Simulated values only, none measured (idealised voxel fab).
The process module presented herein is designated voxel capacitor over wiring.
It is cross-section cut that appears here, measuring 220 nm in width, its square cells being 5 nm in size.
Cross-section, as written here: a square-cell grid given band by band from the top down, where a band holds one or more rows of cells. Per band: top height and bottom height in nm, followed by the left-to-right materials and their widths in nm; "throughout" marks a single material spanning edge to edge, "air" marks empty space. For the purposes of this specification, 0 denotes the height below which the wafer in its as-received condition is composed wholly of one material, and the lowermost band, lacking a lower limit, extends downward without end, as expressed in "0 -> down". The notation "30->40" denotes a width that varies across the rows of cells in the band, beginning at the first number in the top row, finishing at the second number in the bottom row, and changing by an identical amount from each row to the next. When a step is marked "remained unchanged", none of the cells in the cross-section changed during that step. Enclosed internal voids: empty space of 8 cells or more with no open way to the top, each as width x height at its distance from the left edge, in nm. On each step's line, the part that comes after the settings is the simulator's own comment on the step. overlay nm: right-of-plan distance of the mask on a masked step; negative values mean left-of-plan. Below you will find pairs of cross-sections. In each, one shows the wafer before one process step and the other after it, with the after view ending at the lowest band that changed. Under each pair is the step separating them, along with its settings. Do not assume the pairs form a chain: they can come from different runs of this module on the same starting wafer, and a pair continues from the pair above it only when its "Status before step" entry says so.

**Status before step**
	0 -> down | Si throughout
	Enclosed internal voids: none

**Step Outcome**
	15 -> 0 | SiO2 throughout
	Unchanged below 0.
	Enclosed internal voids: none
Looking at the two cross-sections above, the step in the middle is CONFORMAL_DEP, material SiO2, thk nm 15

Status before step: this step begins from the cross-section that the pair just above shows after its step.

**Step Outcome**
	20 -> 15 | SiN throughout
	Unchanged below 15.
	Enclosed internal voids: none
Looking at the two cross-sections above, the step in the middle is CONFORMAL_DEP, material SiN, thk nm 5

Status before step: this step begins from the cross-section that the pair just above shows after its step.

**Step Outcome**
	35 -> 20 | SiO2 throughout
	Unchanged below 20.
	Enclosed internal voids: none
Looking at the two cross-sections above, the step in the middle is DIRECTIONAL_DEP, material SiO2, thk nm 15

Status before step: this step begins from the cross-section that the pair just above shows after its step.

**Step Outcome**
	45 -> 35 | aC throughout
	Unchanged below 35.
	Enclosed internal voids: none
Looking at the two cross-sections above, the step in the middle is DIRECTIONAL_DEP, material aC, thk nm 10

Status before step: this step begins from the cross-section that the pair just above shows after its step.

**Step Outcome**
	75 -> 45 | 50 of resist / 25 of air / 70 of resist / 25 of air / 50 of resist
	Unchanged below 45.
	Enclosed internal voids: none
Looking at the two cross-sections above, the step in the middle is PATTERN, tone open, mask id METAL_1, material resist, width nm 25, pitch nm 95, thk nm 30, overlay nm 0

Status before step: this step begins from the cross-section that the pair just above shows after its step.

**Step Outcome**
	65 -> 45 | 50 of resist / 25 of air / 70 of resist / 25 of air / 50 of resist
	45 -> 35 | 50 of aC / 25 of air / 70 of aC / 25 of air / 50 of aC
	Unchanged below 35.
	Enclosed internal voids: none
Looking at the two cross-sections above, the step in the middle is DIRECTIONAL_ETCH, etch materials aC, depth nm 10

Status before step: this step begins from the cross-section that the pair just above shows after its step.

**Step Outcome**
	45 -> 35 | 50 of aC / 25 of air / 70 of aC / 25 of air / 50 of aC
	Unchanged below 35.
	Enclosed internal voids: none
Looking at the two cross-sections above, the step in the middle is STRIP, etch materials resist

Status before step: this step begins from the cross-section that the pair just above shows after its step.

**Step Outcome**
	45 -> 35 | 50 of aC / 25 of air / 70 of aC / 25 of air / 50 of aC
	35 -> 20 | 50 of SiO2 / 25 of air / 70 of SiO2 / 25 of air / 50 of SiO2
	Unchanged below 20.
	Enclosed internal voids: none
Looking at the two cross-sections above, the step in the middle is DIRECTIONAL_ETCH, etch materials SiO2, depth nm 15

Status before step: this step begins from the cross-section that the pair just above shows after its step.

**Step Outcome**
	45 -> 35 | 50 of aC / 25 of air / 70 of aC / 25 of air / 50 of aC
	35 -> 20 | 50 of SiO2 / 25 of air / 70 of SiO2 / 25 of air / 50 of SiO2
	20 -> 15 | 50 of SiN / 25 of air / 70 of SiN / 25 of air / 50 of SiN
	Unchanged below 15.
	Enclosed internal voids: none
Looking at the two cross-sections above, the step in the middle is DIRECTIONAL_ETCH, etch materials SiN, depth nm 5

Status before step: this step begins from the cross-section that the pair just above shows after its step.

**Step Outcome**
	35 -> 20 | 50 of SiO2 / 25 of air / 70 of SiO2 / 25 of air / 50 of SiO2
	Unchanged below 20.
	Enclosed internal voids: none
Looking at the two cross-sections above, the step in the middle is STRIP, etch materials aC

Status before step: this step begins from the cross-section that the pair just above shows after its step.

**Step Outcome**
	40 -> 35 | 55 of TiN / 15 of air / 80 of TiN / 15 of air / 55 of TiN
	35 -> 20 | 50 of SiO2 / 5 of TiN / 15 of air / 5 of TiN / 70 of SiO2 / 5 of TiN / 15 of air / 5 of TiN / 50 of SiO2
	20 -> 15 | 50 of SiN / 25 of TiN / 70 of SiN / 25 of TiN / 50 of SiN
	Unchanged below 15.
	Enclosed internal voids: none
Looking at the two cross-sections above, the step in the middle is CONFORMAL_DEP, material TiN, thk nm 5

Status before step: this step begins from the cross-section that the pair just above shows after its step.

**Step Outcome**
	50 -> 40 | W throughout
	40 -> 35 | 55 of TiN / 15 of W / 80 of TiN / 15 of W / 55 of TiN
	35 -> 20 | 50 of SiO2 / 5 of TiN / 15 of W / 5 of TiN / 70 of SiO2 / 5 of TiN / 15 of W / 5 of TiN / 50 of SiO2
	Unchanged below 20.
	Enclosed internal voids: none
Looking at the two cross-sections above, the step in the middle is FILL_DEP, material W, thk nm 10

Status before step: this step begins from the cross-section that the pair just above shows after its step.

**Step Outcome**
	35 -> 20 | 50 of SiO2 / 5 of TiN / 15 of W / 5 of TiN / 70 of SiO2 / 5 of TiN / 15 of W / 5 of TiN / 50 of SiO2
	Unchanged below 20.
	Enclosed internal voids: none
Looking at the two cross-sections above, the step in the middle is CMP, height nm 35

Status before step: this step begins from the cross-section that the pair just above shows after its step.

**Step Outcome**
	40 -> 35 | SiCN throughout
	Unchanged below 35.
	Enclosed internal voids: none
Looking at the two cross-sections above, the step in the middle is CONFORMAL_DEP, material SiCN, thk nm 5

Status before step: this step begins from the cross-section that the pair just above shows after its step.

**Step Outcome**
	55 -> 40 | lowk throughout
	Unchanged below 40.
	Enclosed internal voids: none
Looking at the two cross-sections above, the step in the middle is DIRECTIONAL_DEP, material lowk, thk nm 15

Status before step: this step begins from the cross-section that the pair just above shows after its step.

**Step Outcome**
	55 -> 40 | 60 of lowk / 15 of air / 145 of lowk
	Unchanged below 40.
	Enclosed internal voids: none
Looking at the two cross-sections above, the step in the middle is MASKED_ETCH, tone open, mask id PLUG_1, width nm 15, etch materials lowk, depth nm 15, overlay nm 0

Status before step: this step begins from the cross-section that the pair just above shows after its step.

**Step Outcome**
	55 -> 40 | 60 of lowk / 15 of air / 145 of lowk
	40 -> 35 | 60 of SiCN / 15 of air / 145 of SiCN
	Unchanged below 35.
	Enclosed internal voids: none
Looking at the two cross-sections above, the step in the middle is MASKED_ETCH, tone open, mask id PLUG_1, width nm 15, etch materials SiCN, depth nm 5, overlay nm 0

Status before step: this step begins from the cross-section that the pair just above shows after its step.

**Step Outcome**
	55 -> 45 | 60 of lowk / 15 of air / 145 of lowk
	45 -> 40 | 60 of lowk / 15 of Ru / 145 of lowk
	40 -> 35 | 60 of SiCN / 15 of Ru / 145 of SiCN
	Unchanged below 35.
	Enclosed internal voids: none
Looking at the two cross-sections above, the step in the middle is EPI, material Ru, thk nm 10

Status before step: this step begins from the cross-section that the pair just above shows after its step.

**Step Outcome**
	55 -> 40 | 60 of lowk / 15 of Ru / 145 of lowk
	Unchanged below 40.
	Enclosed internal voids: none
Looking at the two cross-sections above, the step in the middle is EPI, material Ru, thk nm 10

Status before step: this step begins from the cross-section that the pair just above shows after its step.

**Step Outcome**
	60 -> 55 | TiN throughout
	Unchanged below 55.
	Enclosed internal voids: none
Looking at the two cross-sections above, the step in the middle is DIRECTIONAL_DEP, material TiN, thk nm 5

Status before step: this step begins from the cross-section that the pair just above shows after its step.

**Step Outcome**
	65 -> 60 | HfO2 throughout
	Unchanged below 60.
	Enclosed internal voids: none
Looking at the two cross-sections above, the step in the middle is DIRECTIONAL_DEP, material HfO2, thk nm 5

Status before step: this step begins from the cross-section that the pair just above shows after its step.

**Step Outcome**
	70 -> 65 | TiN throughout
	Unchanged below 65.
	Enclosed internal voids: none
Looking at the two cross-sections above, the step in the middle is DIRECTIONAL_DEP, material TiN, thk nm 5

Status before step: this step begins from the cross-section that the pair just above shows after its step.

**Step Outcome**
	80 -> 70 | aC throughout
	Unchanged below 70.
	Enclosed internal voids: none
Looking at the two cross-sections above, the step in the middle is DIRECTIONAL_DEP, material aC, thk nm 10

Status before step: this step begins from the cross-section that the pair just above shows after its step.

**Step Outcome**
	110 -> 80 | 60 of air / 75 of resist / 85 of air
	Unchanged below 80.
	Enclosed internal voids: none
Looking at the two cross-sections above, the step in the middle is PATTERN, tone cover, mask id UPPER_PLATE, material resist, width nm 75, thk nm 30, overlay nm 0

Status before step: this step begins from the cross-section that the pair just above shows after its step.

**Step Outcome**
	100 -> 80 | 60 of air / 75 of resist / 85 of air
	80 -> 70 | 60 of air / 75 of aC / 85 of air
	Unchanged below 70.
	Enclosed internal voids: none
Looking at the two cross-sections above, the step in the middle is DIRECTIONAL_ETCH, etch materials aC, depth nm 10

Status before step: this step begins from the cross-section that the pair just above shows after its step.

**Step Outcome**
	80 -> 70 | 60 of air / 75 of aC / 85 of air
	Unchanged below 70.
	Enclosed internal voids: none
Looking at the two cross-sections above, the step in the middle is STRIP, etch materials resist

Status before step: this step begins from the cross-section that the pair just above shows after its step.

**Step Outcome**
	80 -> 70 | 60 of air / 75 of aC / 85 of air
	70 -> 65 | 60 of air / 75 of TiN / 85 of air
	Unchanged below 65.
	Enclosed internal voids: none
Looking at the two cross-sections above, the step in the middle is DIRECTIONAL_ETCH, etch materials TiN, depth nm 5

Status before step: this step begins from the cross-section that the pair just above shows after its step.

**Step Outcome**
	80 -> 70 | 60 of air / 75 of aC / 85 of air
	70 -> 65 | 60 of air / 75 of TiN / 85 of air
	65 -> 60 | 60 of air / 75 of HfO2 / 85 of air
	Unchanged below 60.
	Enclosed internal voids: none
Looking at the two cross-sections above, the step in the middle is DIRECTIONAL_ETCH, etch materials HfO2, depth nm 5

Status before step: this step begins from the cross-section that the pair just above shows after its step.

**Step Outcome**
	70 -> 65 | 60 of air / 75 of TiN / 85 of air
	Unchanged below 65.
	Enclosed internal voids: none
Looking at the two cross-sections above, the step in the middle is STRIP, etch materials aC

Status before step: this step begins from the cross-section that the pair just above shows after its step.

**Step Outcome**
	85 -> 70 | 55 of air / 85 of resist / 80 of air
	70 -> 65 | 55 of air / 5 of resist / 75 of TiN / 5 of resist / 80 of air
	65 -> 60 | 55 of air / 5 of resist / 75 of HfO2 / 5 of resist / 80 of air
	Unchanged below 60.
	Enclosed internal voids: none
Looking at the two cross-sections above, the step in the middle is PATTERN, tone cover, mask id LOWER_PLATE, material resist, width nm 85, thk nm 15, overlay nm 0

Status before step: this step begins from the cross-section that the pair just above shows after its step.

**Step Outcome**
	85 -> 70 | 55 of air / 85 of resist / 80 of air
	70 -> 65 | 55 of air / 5 of resist / 75 of TiN / 5 of resist / 80 of air
	65 -> 60 | 55 of air / 5 of resist / 75 of HfO2 / 5 of resist / 80 of air
	60 -> 55 | 55 of air / 85 of TiN / 80 of air
	Unchanged below 55.
	Enclosed internal voids: none
Looking at the two cross-sections above, the step in the middle is DIRECTIONAL_ETCH, etch materials TiN, depth nm 5

Status before step: this step begins from the cross-section that the pair just above shows after its step.

**Step Outcome**
	70 -> 65 | 60 of air / 75 of TiN / 85 of air
	65 -> 60 | 60 of air / 75 of HfO2 / 85 of air
	Unchanged below 60.
	Enclosed internal voids: none
Looking at the two cross-sections above, the step in the middle is STRIP, etch materials resist

Status before step: this step begins from the cross-section that the pair just above shows after its step.

**Step Outcome**
	90 -> 70 | SiO2 throughout
	70 -> 65 | 60 of SiO2 / 75 of TiN / 85 of SiO2
	65 -> 60 | 60 of SiO2 / 75 of HfO2 / 85 of SiO2
	60 -> 55 | 55 of SiO2 / 85 of TiN / 80 of SiO2
	Unchanged below 55.
	Enclosed internal voids: none
Looking at the two cross-sections above, the step in the middle is FILL_DEP, material SiO2, thk nm 20

Status before step: this step begins from the cross-section that the pair just above shows after its step.

**Step Outcome**
	85 -> 70 | SiO2 throughout
	Unchanged below 70.
	Enclosed internal voids: none
Looking at the two cross-sections above, the step in the middle is CMP, height nm 85

Status before step: this step begins from the cross-section that the pair just above shows after its step.

**Step Outcome**
	95 -> 85 | aC throughout
	Unchanged below 85.
	Enclosed internal voids: none
Looking at the two cross-sections above, the step in the middle is DIRECTIONAL_DEP, material aC, thk nm 10

Status before step: this step begins from the cross-section that the pair just above shows after its step.

**Step Outcome**
	125 -> 95 | 70 of resist / 15 of air / 135 of resist
	Unchanged below 95.
	Enclosed internal voids: none
Looking at the two cross-sections above, the step in the middle is PATTERN, tone open, mask id PLUG_2, material resist, width nm 15, thk nm 30, overlay nm 0

Status before step: this step begins from the cross-section that the pair just above shows after its step.

**Step Outcome**
	115 -> 95 | 70 of resist / 15 of air / 135 of resist
	95 -> 85 | 70 of aC / 15 of air / 135 of aC
	Unchanged below 85.
	Enclosed internal voids: none
Looking at the two cross-sections above, the step in the middle is DIRECTIONAL_ETCH, etch materials aC, depth nm 10

Status before step: this step begins from the cross-section that the pair just above shows after its step.

**Step Outcome**
	95 -> 85 | 70 of aC / 15 of air / 135 of aC
	Unchanged below 85.
	Enclosed internal voids: none
Looking at the two cross-sections above, the step in the middle is STRIP, etch materials resist

Status before step: this step begins from the cross-section that the pair just above shows after its step.

**Step Outcome**
	95 -> 85 | 70 of aC / 15 of air / 135 of aC
	85 -> 70 | 70 of SiO2 / 15 of air / 135 of SiO2
	Unchanged below 70.
	Enclosed internal voids: none
Looking at the two cross-sections above, the step in the middle is DIRECTIONAL_ETCH, etch materials SiO2, depth nm 15

Status before step: this step begins from the cross-section that the pair just above shows after its step.

**Step Outcome**
	85 -> 70 | 70 of SiO2 / 15 of air / 135 of SiO2
	Unchanged below 70.
	Enclosed internal voids: none
Looking at the two cross-sections above, the step in the middle is STRIP, etch materials aC

Status before step: this step begins from the cross-section that the pair just above shows after its step.

**Step Outcome**
	90 -> 85 | 75 of TiN / 5 of air / 140 of TiN
	85 -> 75 | 70 of SiO2 / 5 of TiN / 5 of air / 5 of TiN / 135 of SiO2
	75 -> 65 | 70->60 of SiO2 / 15->75 of TiN / 135->85 of SiO2
	Unchanged below 65.
	Enclosed internal voids: none
Looking at the two cross-sections above, the step in the middle is CONFORMAL_DEP, material TiN, thk nm 5

Status before step: this step begins from the cross-section that the pair just above shows after its step.

**Step Outcome**
	100 -> 90 | Cu throughout
	90 -> 85 | 75 of TiN / 5 of Cu / 140 of TiN
	85 -> 75 | 70 of SiO2 / 5 of TiN / 5 of Cu / 5 of TiN / 135 of SiO2
	Unchanged below 75.
	Enclosed internal voids: none
Looking at the two cross-sections above, the step in the middle is FILL_DEP, material Cu, thk nm 10

Status before step: this step begins from the cross-section that the pair just above shows after its step.

**Step Outcome**
	85 -> 75 | 70 of SiO2 / 5 of TiN / 5 of Cu / 5 of TiN / 135 of SiO2
	Unchanged below 75.
	Enclosed internal voids: none
Looking at the two cross-sections above, the step in the middle is CMP, height nm 85

Status before step: this step begins from the cross-section that the pair just above shows after its step.

**Step Outcome**
	90 -> 85 | SiCN throughout
	Unchanged below 85.
	Enclosed internal voids: none
Looking at the two cross-sections above, the step in the middle is CONFORMAL_DEP, material SiCN, thk nm 5

**Status before step**
	55 -> 40 | 60 of lowk / 15 of Ru / 145 of lowk
	40 -> 35 | 60 of SiCN / 15 of Ru / 145 of SiCN
	35 -> 20 | 50 of SiO2 / 5 of TiN / 15 of W / 5 of TiN / 70 of SiO2 / 5 of TiN / 15 of W / 5 of TiN / 50 of SiO2
	20 -> 15 | 50 of SiN / 25 of TiN / 70 of SiN / 25 of TiN / 50 of SiN
	15 -> 0 | SiO2 throughout
	0 -> down | Si throughout
	Enclosed internal voids: none

**Step Outcome**
	60 -> 55 | HfO2 throughout
	Unchanged below 55.
	Enclosed internal voids: none
Looking at the two cross-sections above, the step in the middle is DIRECTIONAL_DEP, material HfO2, thk nm 5

Status before step: this step begins from the cross-section that the pair just above shows after its step.

**Step Outcome**
	65 -> 60 | TiN throughout
	Unchanged below 60.
	Enclosed internal voids: none
Looking at the two cross-sections above, the step in the middle is DIRECTIONAL_DEP, material TiN, thk nm 5

Status before step: this step begins from the cross-section that the pair just above shows after its step.

**Step Outcome**
	75 -> 65 | aC throughout
	Unchanged below 65.
	Enclosed internal voids: none
Looking at the two cross-sections above, the step in the middle is DIRECTIONAL_DEP, material aC, thk nm 10

Status before step: this step begins from the cross-section that the pair just above shows after its step.

**Step Outcome**
	105 -> 75 | 60 of air / 75 of resist / 85 of air
	Unchanged below 75.
	Enclosed internal voids: none
Looking at the two cross-sections above, the step in the middle is PATTERN, tone cover, mask id UPPER_PLATE, material resist, width nm 75, thk nm 30, overlay nm 0

Status before step: this step begins from the cross-section that the pair just above shows after its step.

**Step Outcome**
	95 -> 75 | 60 of air / 75 of resist / 85 of air
	75 -> 65 | 60 of air / 75 of aC / 85 of air
	Unchanged below 65.
	Enclosed internal voids: none
Looking at the two cross-sections above, the step in the middle is DIRECTIONAL_ETCH, etch materials aC, depth nm 10

Status before step: this step begins from the cross-section that the pair just above shows after its step.

**Step Outcome**
	75 -> 65 | 60 of air / 75 of aC / 85 of air
	Unchanged below 65.
	Enclosed internal voids: none
Looking at the two cross-sections above, the step in the middle is STRIP, etch materials resist

Status before step: this step begins from the cross-section that the pair just above shows after its step.

**Step Outcome**
	75 -> 65 | 60 of air / 75 of aC / 85 of air
	65 -> 60 | 60 of air / 75 of TiN / 85 of air
	Unchanged below 60.
	Enclosed internal voids: none
Looking at the two cross-sections above, the step in the middle is DIRECTIONAL_ETCH, etch materials TiN, depth nm 5

Status before step: this step begins from the cross-section that the pair just above shows after its step.

**Step Outcome**
	75 -> 65 | 60 of air / 75 of aC / 85 of air
	65 -> 60 | 60 of air / 75 of TiN / 85 of air
	60 -> 55 | 60 of air / 75 of HfO2 / 85 of air
	Unchanged below 55.
	Enclosed internal voids: none
Looking at the two cross-sections above, the step in the middle is DIRECTIONAL_ETCH, etch materials HfO2, depth nm 5

Status before step: this step begins from the cross-section that the pair just above shows after its step.

**Step Outcome**
	65 -> 60 | 60 of air / 75 of TiN / 85 of air
	Unchanged below 60.
	Enclosed internal voids: none
Looking at the two cross-sections above, the step in the middle is STRIP, etch materials aC

Status before step: this step begins from the cross-section that the pair just above shows after its step.

**Step Outcome**
	80 -> 65 | 55 of air / 85 of resist / 80 of air
	65 -> 60 | 55 of air / 5 of resist / 75 of TiN / 5 of resist / 80 of air
	60 -> 55 | 55 of air / 5 of resist / 75 of HfO2 / 5 of resist / 80 of air
	Unchanged below 55.
	Enclosed internal voids: none
Looking at the two cross-sections above, the step in the middle is PATTERN, tone cover, mask id LOWER_PLATE, material resist, width nm 85, thk nm 15, overlay nm 0

Status before step: this step begins from the cross-section that the pair just above shows after its step.

**Step Outcome**
	65 -> 60 | 60 of air / 75 of TiN / 85 of air
	60 -> 55 | 60 of air / 75 of HfO2 / 85 of air
	Unchanged below 55.
	Enclosed internal voids: none
Looking at the two cross-sections above, the step in the middle is STRIP, etch materials resist

Status before step: this step begins from the cross-section that the pair just above shows after its step.

**Step Outcome**
	85 -> 65 | SiO2 throughout
	65 -> 60 | 60 of SiO2 / 75 of TiN / 85 of SiO2
	60 -> 55 | 60 of SiO2 / 75 of HfO2 / 85 of SiO2
	Unchanged below 55.
	Enclosed internal voids: none
Looking at the two cross-sections above, the step in the middle is FILL_DEP, material SiO2, thk nm 20

Status before step: this step begins from the cross-section that the pair just above shows after its step.

**Step Outcome**
	95 -> 85 | aC throughout
	Unchanged below 85.
	Enclosed internal voids: none
Looking at the two cross-sections above, the step in the middle is DIRECTIONAL_DEP, material aC, thk nm 10

Status before step: this step begins from the cross-section that the pair just above shows after its step.

**Step Outcome**
	125 -> 95 | 70 of resist / 15 of air / 135 of resist
	Unchanged below 95.
	Enclosed internal voids: none
Looking at the two cross-sections above, the step in the middle is PATTERN, tone open, mask id PLUG_2, material resist, width nm 15, thk nm 30, overlay nm 0

Status before step: this step begins from the cross-section that the pair just above shows after its step.

**Step Outcome**
	115 -> 95 | 70 of resist / 15 of air / 135 of resist
	95 -> 85 | 70 of aC / 15 of air / 135 of aC
	Unchanged below 85.
	Enclosed internal voids: none
Looking at the two cross-sections above, the step in the middle is DIRECTIONAL_ETCH, etch materials aC, depth nm 10

Status before step: this step begins from the cross-section that the pair just above shows after its step.

**Step Outcome**
	95 -> 85 | 70 of aC / 15 of air / 135 of aC
	Unchanged below 85.
	Enclosed internal voids: none
Looking at the two cross-sections above, the step in the middle is STRIP, etch materials resist

Status before step: this step begins from the cross-section that the pair just above shows after its step.

**Step Outcome**
	95 -> 85 | 70 of aC / 15 of air / 135 of aC
	85 -> 70 | 70 of SiO2 / 15 of air / 135 of SiO2
	Unchanged below 70.
	Enclosed internal voids: none
Looking at the two cross-sections above, the step in the middle is DIRECTIONAL_ETCH, etch materials SiO2, depth nm 15

Status before step: this step begins from the cross-section that the pair just above shows after its step.

**Step Outcome**
	85 -> 70 | 70 of SiO2 / 15 of air / 135 of SiO2
	Unchanged below 70.
	Enclosed internal voids: none
Looking at the two cross-sections above, the step in the middle is STRIP, etch materials aC

Status before step: this step begins from the cross-section that the pair just above shows after its step.

**Step Outcome**
	90 -> 85 | 75 of TiN / 5 of air / 140 of TiN
	85 -> 75 | 70 of SiO2 / 5 of TiN / 5 of air / 5 of TiN / 135 of SiO2
	75 -> 70 | 70 of SiO2 / 15 of TiN / 135 of SiO2
	Unchanged below 70.
	Enclosed internal voids: none
Looking at the two cross-sections above, the step in the middle is CONFORMAL_DEP, material TiN, thk nm 5

Status before step: this step begins from the cross-section that the pair just above shows after its step.

**Step Outcome**
	100 -> 90 | Cu throughout
	90 -> 85 | 75 of TiN / 5 of Cu / 140 of TiN
	85 -> 75 | 70 of SiO2 / 5 of TiN / 5 of Cu / 5 of TiN / 135 of SiO2
	Unchanged below 75.
	Enclosed internal voids: none
Looking at the two cross-sections above, the step in the middle is FILL_DEP, material Cu, thk nm 10

Status before step: this step begins from the cross-section that the pair just above shows after its step.

**Step Outcome**
	85 -> 75 | 70 of SiO2 / 5 of TiN / 5 of Cu / 5 of TiN / 135 of SiO2
	Unchanged below 75.
	Enclosed internal voids: none
Looking at the two cross-sections above, the step in the middle is CMP, height nm 85

Status before step: this step begins from the cross-section that the pair just above shows after its step.

**Step Outcome**
	90 -> 85 | SiCN throughout
	Unchanged below 85.
	Enclosed internal voids: none
Looking at the two cross-sections above, the step in the middle is CONFORMAL_DEP, material SiCN, thk nm 5

**Status before step**
	55 -> 40 | 60 of lowk / 15 of Ru / 145 of lowk
	40 -> 35 | 60 of SiCN / 15 of Ru / 145 of SiCN
	35 -> 20 | 50 of SiO2 / 5 of TiN / 15 of W / 5 of TiN / 70 of SiO2 / 5 of TiN / 15 of W / 5 of TiN / 50 of SiO2
	20 -> 15 | 50 of SiN / 25 of TiN / 70 of SiN / 25 of TiN / 50 of SiN
	15 -> 0 | SiO2 throughout
	0 -> down | Si throughout
	Enclosed internal voids: none

**Step Outcome**
	65 -> 55 | 50 of air / 35 of Ru / 135 of air
	Unchanged below 55.
	Enclosed internal voids: none
Looking at the two cross-sections above, the step in the middle is EPI, material Ru, thk nm 10

Status before step: this step begins from the cross-section that the pair just above shows after its step.

**Step Outcome**
	70 -> 65 | 50 of air / 35 of TiN / 135 of air
	65 -> 60 | 50 of air / 35 of Ru / 135 of air
	60 -> 55 | 50 of TiN / 35 of Ru / 135 of TiN
	Unchanged below 55.
	Enclosed internal voids: none
Looking at the two cross-sections above, the step in the middle is DIRECTIONAL_DEP, material TiN, thk nm 5

Status before step: this step begins from the cross-section that the pair just above shows after its step.

**Step Outcome**
	75 -> 70 | 50 of air / 35 of HfO2 / 135 of air
	70 -> 65 | 50 of air / 35 of TiN / 135 of air
	65 -> 60 | 50 of HfO2 / 35 of Ru / 135 of HfO2
	Unchanged below 60.
	Enclosed internal voids: none
Looking at the two cross-sections above, the step in the middle is DIRECTIONAL_DEP, material HfO2, thk nm 5

Status before step: this step begins from the cross-section that the pair just above shows after its step.

**Step Outcome**
	80 -> 75 | 50 of air / 35 of TiN / 135 of air
	75 -> 70 | 50 of air / 35 of HfO2 / 135 of air
	70 -> 65 | TiN throughout
	Unchanged below 65.
	Enclosed internal voids: none
Looking at the two cross-sections above, the step in the middle is DIRECTIONAL_DEP, material TiN, thk nm 5

Status before step: this step begins from the cross-section that the pair just above shows after its step.

**Step Outcome**
	90 -> 80 | 50 of air / 35 of aC / 135 of air
	80 -> 75 | 50 of aC / 35 of TiN / 135 of aC
	75 -> 70 | 50 of aC / 35 of HfO2 / 135 of aC
	Unchanged below 70.
	Enclosed internal voids: none
Looking at the two cross-sections above, the step in the middle is DIRECTIONAL_DEP, material aC, thk nm 10

Status before step: this step begins from the cross-section that the pair just above shows after its step.

**Step Outcome**
	120 -> 90 | 60 of air / 75 of resist / 85 of air
	90 -> 80 | 50 of air / 35 of aC / 50 of resist / 85 of air
	Unchanged below 80.
	Enclosed internal voids: none
Looking at the two cross-sections above, the step in the middle is PATTERN, tone cover, mask id UPPER_PLATE, material resist, width nm 75, thk nm 30, overlay nm 0

Status before step: this step begins from the cross-section that the pair just above shows after its step.

**Step Outcome**
	110 -> 90 | 60 of air / 75 of resist / 85 of air
	90 -> 80 | 60 of air / 25 of aC / 50 of resist / 85 of air
	80 -> 75 | 50 of air / 35 of TiN / 50 of aC / 85 of air
	75 -> 70 | 50 of air / 35 of HfO2 / 50 of aC / 85 of air
	Unchanged below 70.
	Enclosed internal voids: none
Looking at the two cross-sections above, the step in the middle is DIRECTIONAL_ETCH, etch materials aC, depth nm 10

Status before step: this step begins from the cross-section that the pair just above shows after its step.

**Step Outcome**
	90 -> 80 | 60 of air / 25 of aC / 135 of air
	Unchanged below 80.
	Enclosed internal voids: none
Looking at the two cross-sections above, the step in the middle is STRIP, etch materials resist

Status before step: this step begins from the cross-section that the pair just above shows after its step.

**Step Outcome**
	90 -> 80 | 60 of air / 25 of aC / 135 of air
	80 -> 75 | 60 of air / 25 of TiN / 50 of aC / 85 of air
	75 -> 70 | 50 of air / 35 of HfO2 / 50 of aC / 85 of air
	70 -> 65 | 50 of air / 85 of TiN / 85 of air
	Unchanged below 65.
	Enclosed internal voids: none
Looking at the two cross-sections above, the step in the middle is DIRECTIONAL_ETCH, etch materials TiN, depth nm 5

Status before step: this step begins from the cross-section that the pair just above shows after its step.

**Step Outcome**
	90 -> 80 | 60 of air / 25 of aC / 135 of air
	80 -> 75 | 60 of air / 25 of TiN / 50 of aC / 85 of air
	75 -> 70 | 60 of air / 25 of HfO2 / 50 of aC / 85 of air
	70 -> 65 | 50 of air / 85 of TiN / 85 of air
	65 -> 60 | 50 of air / 35 of Ru / 50 of HfO2 / 85 of air
	Unchanged below 60.
	Enclosed internal voids: none
Looking at the two cross-sections above, the step in the middle is DIRECTIONAL_ETCH, etch materials HfO2, depth nm 5

Status before step: this step begins from the cross-section that the pair just above shows after its step.

**Step Outcome**
	80 -> 75 | 60 of air / 25 of TiN / 135 of air
	75 -> 70 | 60 of air / 25 of HfO2 / 135 of air
	Unchanged below 70.
	Enclosed internal voids: none
Looking at the two cross-sections above, the step in the middle is STRIP, etch materials aC

Status before step: this step begins from the cross-section that the pair just above shows after its step.

**Step Outcome**
	95 -> 80 | 55 of air / 85 of resist / 80 of air
	80 -> 75 | 55 of air / 5 of resist / 25 of TiN / 55 of resist / 80 of air
	75 -> 70 | 55 of air / 5 of resist / 25 of HfO2 / 55 of resist / 80 of air
	70 -> 65 | 50 of air / 85 of TiN / 5 of resist / 80 of air
	65 -> 60 | 50 of air / 35 of Ru / 50 of HfO2 / 5 of resist / 80 of air
	Unchanged below 60.
	Enclosed internal voids: none
Looking at the two cross-sections above, the step in the middle is PATTERN, tone cover, mask id LOWER_PLATE, material resist, width nm 85, thk nm 15, overlay nm 0

Status before step: this step begins from the cross-section that the pair just above shows after its step.

**Step Outcome**
	95 -> 80 | 55 of air / 85 of resist / 80 of air
	80 -> 75 | 55 of air / 5 of resist / 25 of TiN / 55 of resist / 80 of air
	75 -> 70 | 55 of air / 5 of resist / 25 of HfO2 / 55 of resist / 80 of air
	70 -> 65 | 55 of air / 80 of TiN / 5 of resist / 80 of air
	65 -> 60 | 50 of air / 35 of Ru / 50 of HfO2 / 5 of resist / 80 of air
	60 -> 55 | 50 of air / 35 of Ru / 55 of TiN / 80 of air
	Unchanged below 55.
	Enclosed internal voids: none
Looking at the two cross-sections above, the step in the middle is DIRECTIONAL_ETCH, etch materials TiN, depth nm 5

Status before step: this step begins from the cross-section that the pair just above shows after its step.

**Step Outcome**
	80 -> 75 | 60 of air / 25 of TiN / 135 of air
	75 -> 70 | 60 of air / 25 of HfO2 / 135 of air
	70 -> 65 | 55 of air / 80 of TiN / 85 of air
	65 -> 60 | 50 of air / 35 of Ru / 50 of HfO2 / 85 of air
	Unchanged below 60.
	Enclosed internal voids: none
Looking at the two cross-sections above, the step in the middle is STRIP, etch materials resist

Status before step: this step begins from the cross-section that the pair just above shows after its step.

**Step Outcome**
	100 -> 80 | SiO2 throughout
	80 -> 75 | 60 of SiO2 / 25 of TiN / 135 of SiO2
	75 -> 70 | 60 of SiO2 / 25 of HfO2 / 135 of SiO2
	70 -> 65 | 55 of SiO2 / 80 of TiN / 85 of SiO2
	65 -> 60 | 50 of SiO2 / 35 of Ru / 50 of HfO2 / 85 of SiO2
	60 -> 55 | 50 of SiO2 / 35 of Ru / 55 of TiN / 80 of SiO2
	Unchanged below 55.
	Enclosed internal voids: none
Looking at the two cross-sections above, the step in the middle is FILL_DEP, material SiO2, thk nm 20

Status before step: this step begins from the cross-section that the pair just above shows after its step.

**Step Outcome**
	85 -> 80 | SiO2 throughout
	Unchanged below 80.
	Enclosed internal voids: none
Looking at the two cross-sections above, the step in the middle is CMP, height nm 85
